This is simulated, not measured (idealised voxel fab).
Process module heading - voxel capacitor over wiring
Shown is cross-section cut, with a width of 240 nm and square cells of size 5 nm.
A cross-section is a grid of square cells, given in bands from the top down. A band is one or more rows of cells.
Quick guide to a band line: top height, bottom height (nm) up front; then every material left to right with its width in nm. Only one material and it's marked "edge to edge"? Then it fills the band edge to edge. And "air" just means empty space.
All heights in this document are referenced to 0, defined as the level beneath which the wafer, as received, consists entirely of one material. The lowest band is not bounded below; it extends indefinitely downward and is written in the form "0 down".
A width given as "30 to 40" starts at the first number in the band's top row and ends at the second number in its bottom row, shifting by an equal amount at every step from row to row.
"nothing was modified", as given for a step, is the statement that not any cell of the cross-section underwent a change during that step.
In "Sealed internal voids" the enclosed voids are listed, meaning empty spaces of 8 cells or larger without any opening to the top. The form is width x height at distance, distance from the left edge, units nm.
Text after the settings on a step's line: the simulator's own remark on that step.
The line of a step may include "overlay nm". On a step with a mask, this value is how far to the right of its planned place the mask lay. A negative value means the mask lay to the left.

**So here's the lineup of process steps we planned**
1 RECEIVE [material Si]
2 CONFORMAL_DEP [material SiO2] [thk nm 15]
3 DIRECTIONAL_DEP [material TiN] [thk nm 5]
4 DIRECTIONAL_DEP [material W] [thk nm 15]
5 MASKED_ETCH [tone cover] [mask id METAL_1] [width nm 30] [pitch nm 90] [etch materials W] [depth nm 15] [overlay nm 0]
6 MASKED_ETCH [tone cover] [mask id METAL_1] [width nm 30] [pitch nm 90] [etch materials TiN] [depth nm 5] [overlay nm 0]
7 FILL_DEP [material SiO2] [thk nm 5]
8 CMP [height nm 35]
9 CONFORMAL_DEP [material SiCN] [thk nm 5]
10 DIRECTIONAL_DEP [material SiO2] [thk nm 20]
11 DIRECTIONAL_DEP [material aC] [thk nm 10]
12 PATTERN [tone open] [mask id PLUG_1] [material resist] [width nm 15] [thk nm 30] [overlay nm 0]
13 DIRECTIONAL_ETCH [etch materials aC] [depth nm 10]
14 STRIP [etch materials resist]
15 DIRECTIONAL_ETCH [etch materials SiO2] [depth nm 20]
16 DIRECTIONAL_ETCH [etch materials SiCN] [depth nm 5]
17 STRIP [etch materials aC]
18 EPI [material Ru] [thk nm 10]
19 EPI [material Ru] [thk nm 10]
20 EPI [material Ru] [thk nm 5]
21 DIRECTIONAL_DEP [material TiN] [thk nm 5]
22 DIRECTIONAL_DEP [material SiN] [thk nm 5]
23 DIRECTIONAL_DEP [material TiN] [thk nm 5]
24 MASKED_ETCH [tone cover] [mask id UPPER_PLATE] [width nm 65] [etch materials TiN] [depth nm 5] [overlay nm 0]
25 MASKED_ETCH [tone cover] [mask id UPPER_PLATE] [width nm 65] [etch materials SiN] [depth nm 5] [overlay nm 0]
26 MASKED_ETCH [tone cover] [mask id LOWER_PLATE] [width nm 75] [etch materials TiN] [depth nm 5] [overlay nm 0]
27 FILL_DEP [material SiO2] [thk nm 20]
28 CMP [height nm 90]
29 DIRECTIONAL_DEP [material aC] [thk nm 10]
30 PATTERN [tone open] [mask id PLUG_2] [material resist] [width nm 15] [thk nm 30] [overlay nm 0]
31 DIRECTIONAL_ETCH [etch materials aC] [depth nm 10]
32 STRIP [etch materials resist]
33 DIRECTIONAL_ETCH [etch materials SiO2] [depth nm 15]
34 STRIP [etch materials aC]
35 CONFORMAL_DEP [material TiN] [thk nm 5]
36 FILL_DEP [material W] [thk nm 5]
37 CMP [height nm 90]
38 CONFORMAL_DEP [material SiCN] [thk nm 5]

**Below: the first of two wafers, run as planned**

**This is the cross-section of the wafer as we received it, i.e. after step 1**
0 down | Si edge to edge
Sealed internal voids: none

**How the wafer stands in section after step 2**
15 to 0 | SiO2 edge to edge
At heights below 0, the structure remains unaltered.

**How the wafer stands in section after step 3**
20 to 15 | TiN edge to edge
At heights below 15, the structure remains unaltered.

**How the wafer stands in section after step 4**
35 to 20 | W edge to edge
At heights below 20, the structure remains unaltered.

**How the wafer stands in section after step 5**
35 to 20 | air=60  W=30  air=60  W=30  air=60
At heights below 20, the structure remains unaltered.

**How the wafer stands in section after step 6**
35 to 20 | air=60  W=30  air=60  W=30  air=60
20 to 15 | air=60  TiN=30  air=60  TiN=30  air=60
At heights below 15, the structure remains unaltered.

**How the wafer stands in section after step 7**
40 to 35 | SiO2 edge to edge
35 to 20 | SiO2=60  W=30  SiO2=60  W=30  SiO2=60
20 to 15 | SiO2=60  TiN=30  SiO2=60  TiN=30  SiO2=60
At heights below 15, the structure remains unaltered.

**How the wafer stands in section after step 8**
35 to 20 | SiO2=60  W=30  SiO2=60  W=30  SiO2=60
At heights below 20, the structure remains unaltered.

**How the wafer stands in section after step 9**
40 to 35 | SiCN edge to edge
At heights below 35, the structure remains unaltered.

**How the wafer stands in section after step 10**
60 to 40 | SiO2 edge to edge
At heights below 40, the structure remains unaltered.

**How the wafer stands in section after step 11**
70 to 60 | aC edge to edge
At heights below 60, the structure remains unaltered.

**How the wafer stands in section after step 12**
100 to 70 | resist=75  air=15  resist=150
At heights below 70, the structure remains unaltered.

**How the wafer stands in section after step 13**
90 to 70 | resist=75  air=15  resist=150
70 to 60 | aC=75  air=15  aC=150
At heights below 60, the structure remains unaltered.

**How the wafer stands in section after step 14**
70 to 60 | aC=75  air=15  aC=150
At heights below 60, the structure remains unaltered.

**How the wafer stands in section after step 15**
70 to 60 | aC=75  air=15  aC=150
60 to 40 | SiO2=75  air=15  SiO2=150
At heights below 40, the structure remains unaltered.

**How the wafer stands in section after step 16**
70 to 60 | aC=75  air=15  aC=150
60 to 40 | SiO2=75  air=15  SiO2=150
40 to 35 | SiCN=75  air=15  SiCN=150
At heights below 35, the structure remains unaltered.

**How the wafer stands in section after step 17**
60 to 40 | SiO2=75  air=15  SiO2=150
At heights below 40, the structure remains unaltered.

**How the wafer stands in section after step 18**
60 to 45 | SiO2=75  air=15  SiO2=150
45 to 40 | SiO2=75  Ru=15  SiO2=150
40 to 35 | SiCN=75  Ru=15  SiCN=150
At heights below 35, the structure remains unaltered.

**How the wafer stands in section after step 19**
60 to 55 | SiO2=75  air=15  SiO2=150
55 to 40 | SiO2=75  Ru=15  SiO2=150
At heights below 40, the structure remains unaltered.

**How the wafer stands in section after step 20**
60 to 40 | SiO2=75  Ru=15  SiO2=150
At heights below 40, the structure remains unaltered.

**How the wafer stands in section after step 21**
65 to 60 | TiN edge to edge
At heights below 60, the structure remains unaltered.

**How the wafer stands in section after step 22**
70 to 65 | SiN edge to edge
At heights below 65, the structure remains unaltered.

**How the wafer stands in section after step 23**
75 to 70 | TiN edge to edge
At heights below 70, the structure remains unaltered.

**How the wafer stands in section after step 24**
75 to 70 | air=75  TiN=65  air=100
At heights below 70, the structure remains unaltered.

**How the wafer stands in section after step 25**
75 to 70 | air=75  TiN=65  air=100
70 to 65 | air=75  SiN=65  air=100
At heights below 65, the structure remains unaltered.

**How the wafer stands in section after step 26**
75 to 70 | air=75  TiN=65  air=100
70 to 65 | air=75  SiN=65  air=100
65 to 60 | air=70  TiN=75  air=95
At heights below 60, the structure remains unaltered.

**How the wafer stands in section after step 27**
95 to 75 | SiO2 edge to edge
75 to 70 | SiO2=75  TiN=65  SiO2=100
70 to 65 | SiO2=75  SiN=65  SiO2=100
65 to 60 | SiO2=70  TiN=75  SiO2=95
At heights below 60, the structure remains unaltered.

**How the wafer stands in section after step 28**
90 to 75 | SiO2 edge to edge
At heights below 75, the structure remains unaltered.

**How the wafer stands in section after step 29**
100 to 90 | aC edge to edge
At heights below 90, the structure remains unaltered.

**How the wafer stands in section after step 30**
130 to 100 | resist=85  air=15  resist=140
At heights below 100, the structure remains unaltered.

**How the wafer stands in section after step 31**
120 to 100 | resist=85  air=15  resist=140
100 to 90 | aC=85  air=15  aC=140
At heights below 90, the structure remains unaltered.

**How the wafer stands in section after step 32**
100 to 90 | aC=85  air=15  aC=140
At heights below 90, the structure remains unaltered.

**How the wafer stands in section after step 33**
100 to 90 | aC=85  air=15  aC=140
90 to 75 | SiO2=85  air=15  SiO2=140
At heights below 75, the structure remains unaltered.

**How the wafer stands in section after step 34**
90 to 75 | SiO2=85  air=15  SiO2=140
At heights below 75, the structure remains unaltered.

**How the wafer stands in section after step 35**
95 to 90 | TiN=90  air=5  TiN=145
90 to 80 | SiO2=85  TiN=5  air=5  TiN=5  SiO2=140
80 to 70 | SiO2=85 to 75  TiN=15 to 65  SiO2=140 to 100
At heights below 70, the structure remains unaltered.

**How the wafer stands in section after step 36**
100 to 95 | W edge to edge
95 to 90 | TiN=90  W=5  TiN=145
90 to 80 | SiO2=85  TiN=5  W=5  TiN=5  SiO2=140
At heights below 80, the structure remains unaltered.

**How the wafer stands in section after step 37**
90 to 80 | SiO2=85  TiN=5  W=5  TiN=5  SiO2=140
At heights below 80, the structure remains unaltered.

**How the wafer stands in section after step 38**
95 to 90 | SiCN edge to edge
At heights below 90, the structure remains unaltered.

**Second wafer: same start and same plan as the first, one execution error; identical to the first through step 1**

**Planned end of step 2: second wafer, cross-section**
30 to 0 | SiO2 edge to edge
At heights below 0, the structure remains unaltered.

**Planned end of step 3: second wafer, cross-section**
35 to 30 | TiN edge to edge
At heights below 30, the structure remains unaltered.

**Planned end of step 4: second wafer, cross-section**
50 to 35 | W edge to edge
At heights below 35, the structure remains unaltered.

**Planned end of step 5: second wafer, cross-section**
50 to 35 | air=60  W=30  air=60  W=30  air=60
At heights below 35, the structure remains unaltered.

**Planned end of step 6: second wafer, cross-section**
50 to 35 | air=60  W=30  air=60  W=30  air=60
35 to 30 | air=60  TiN=30  air=60  TiN=30  air=60
At heights below 30, the structure remains unaltered.

**Planned end of step 7: second wafer, cross-section**
55 to 50 | SiO2 edge to edge
50 to 35 | SiO2=60  W=30  SiO2=60  W=30  SiO2=60
35 to 30 | SiO2=60  TiN=30  SiO2=60  TiN=30  SiO2=60
At heights below 30, the structure remains unaltered.

**Planned end of step 8: second wafer, cross-section**
35 to 30 | SiO2=60  TiN=30  SiO2=60  TiN=30  SiO2=60
At heights below 30, the structure remains unaltered.

**Planned end of step 9: second wafer, cross-section**
40 to 35 | SiCN edge to edge
At heights below 35, the structure remains unaltered.

**Planned end of step 10: second wafer, cross-section**
60 to 40 | SiO2 edge to edge
At heights below 40, the structure remains unaltered.

**Planned end of step 11: second wafer, cross-section**
70 to 60 | aC edge to edge
At heights below 60, the structure remains unaltered.

**Planned end of step 12: second wafer, cross-section**
100 to 70 | resist=75  air=15  resist=150
At heights below 70, the structure remains unaltered.

**Planned end of step 13: second wafer, cross-section**
90 to 70 | resist=75  air=15  resist=150
70 to 60 | aC=75  air=15  aC=150
At heights below 60, the structure remains unaltered.

**Planned end of step 14: second wafer, cross-section**
70 to 60 | aC=75  air=15  aC=150
At heights below 60, the structure remains unaltered.

**Planned end of step 15: second wafer, cross-section**
70 to 60 | aC=75  air=15  aC=150
60 to 40 | SiO2=75  air=15  SiO2=150
At heights below 40, the structure remains unaltered.

**Planned end of step 16: second wafer, cross-section**
70 to 60 | aC=75  air=15  aC=150
60 to 40 | SiO2=75  air=15  SiO2=150
40 to 35 | SiCN=75  air=15  SiCN=150
At heights below 35, the structure remains unaltered.

**Planned end of step 17: second wafer, cross-section**
60 to 40 | SiO2=75  air=15  SiO2=150
At heights below 40, the structure remains unaltered.

**Planned end of step 18: second wafer, cross-section**
60 to 45 | SiO2=75  air=15  SiO2=150
45 to 40 | SiO2=75  Ru=15  SiO2=150
40 to 35 | SiCN=75  Ru=15  SiCN=150
At heights below 35, the structure remains unaltered.

**Planned end of step 19: second wafer, cross-section**
60 to 55 | SiO2=75  air=15  SiO2=150
55 to 40 | SiO2=75  Ru=15  SiO2=150
At heights below 40, the structure remains unaltered.

**Planned end of step 20: second wafer, cross-section**
60 to 40 | SiO2=75  Ru=15  SiO2=150
At heights below 40, the structure remains unaltered.

**Planned end of step 21: second wafer, cross-section**
65 to 60 | TiN edge to edge
At heights below 60, the structure remains unaltered.

**Planned end of step 22: second wafer, cross-section**
70 to 65 | SiN edge to edge
At heights below 65, the structure remains unaltered.

**Planned end of step 23: second wafer, cross-section**
75 to 70 | TiN edge to edge
At heights below 70, the structure remains unaltered.

**Planned end of step 24: second wafer, cross-section**
75 to 70 | air=75  TiN=65  air=100
At heights below 70, the structure remains unaltered.

**Planned end of step 25: second wafer, cross-section**
75 to 70 | air=75  TiN=65  air=100
70 to 65 | air=75  SiN=65  air=100
At heights below 65, the structure remains unaltered.

**Planned end of step 26: second wafer, cross-section**
75 to 70 | air=75  TiN=65  air=100
70 to 65 | air=75  SiN=65  air=100
65 to 60 | air=70  TiN=75  air=95
At heights below 60, the structure remains unaltered.

**Planned end of step 27: second wafer, cross-section**
95 to 75 | SiO2 edge to edge
75 to 70 | SiO2=75  TiN=65  SiO2=100
70 to 65 | SiO2=75  SiN=65  SiO2=100
65 to 60 | SiO2=70  TiN=75  SiO2=95
At heights below 60, the structure remains unaltered.

**Planned end of step 28: second wafer, cross-section**
90 to 75 | SiO2 edge to edge
At heights below 75, the structure remains unaltered.

**Planned end of step 29: second wafer, cross-section**
100 to 90 | aC edge to edge
At heights below 90, the structure remains unaltered.

**Planned end of step 30: second wafer, cross-section**
130 to 100 | resist=85  air=15  resist=140
At heights below 100, the structure remains unaltered.

**Planned end of step 31: second wafer, cross-section**
120 to 100 | resist=85  air=15  resist=140
100 to 90 | aC=85  air=15  aC=140
At heights below 90, the structure remains unaltered.

**Planned end of step 32: second wafer, cross-section**
100 to 90 | aC=85  air=15  aC=140
At heights below 90, the structure remains unaltered.

**Planned end of step 33: second wafer, cross-section**
100 to 90 | aC=85  air=15  aC=140
90 to 75 | SiO2=85  air=15  SiO2=140
At heights below 75, the structure remains unaltered.

**Planned end of step 34: second wafer, cross-section**
90 to 75 | SiO2=85  air=15  SiO2=140
At heights below 75, the structure remains unaltered.

**Planned end of step 35: second wafer, cross-section**
95 to 90 | TiN=90  air=5  TiN=145
90 to 80 | SiO2=85  TiN=5  air=5  TiN=5  SiO2=140
80 to 70 | SiO2=85 to 75  TiN=15 to 65  SiO2=140 to 100
At heights below 70, the structure remains unaltered.

**Planned end of step 36: second wafer, cross-section**
100 to 95 | W edge to edge
95 to 90 | TiN=90  W=5  TiN=145
90 to 80 | SiO2=85  TiN=5  W=5  TiN=5  SiO2=140
At heights below 80, the structure remains unaltered.

**Planned end of step 37: second wafer, cross-section**
90 to 80 | SiO2=85  TiN=5  W=5  TiN=5  SiO2=140
At heights below 80, the structure remains unaltered.

**Planned end of step 38: second wafer, cross-section**
95 to 90 | SiCN edge to edge
At heights below 90, the structure remains unaltered.
Deviation noted in wafer processing: step 2 of the plan saw execution twice
Final cells, second wafer relative to first, materials higher or lower: SiO2: 36 more | W: 36 fewer
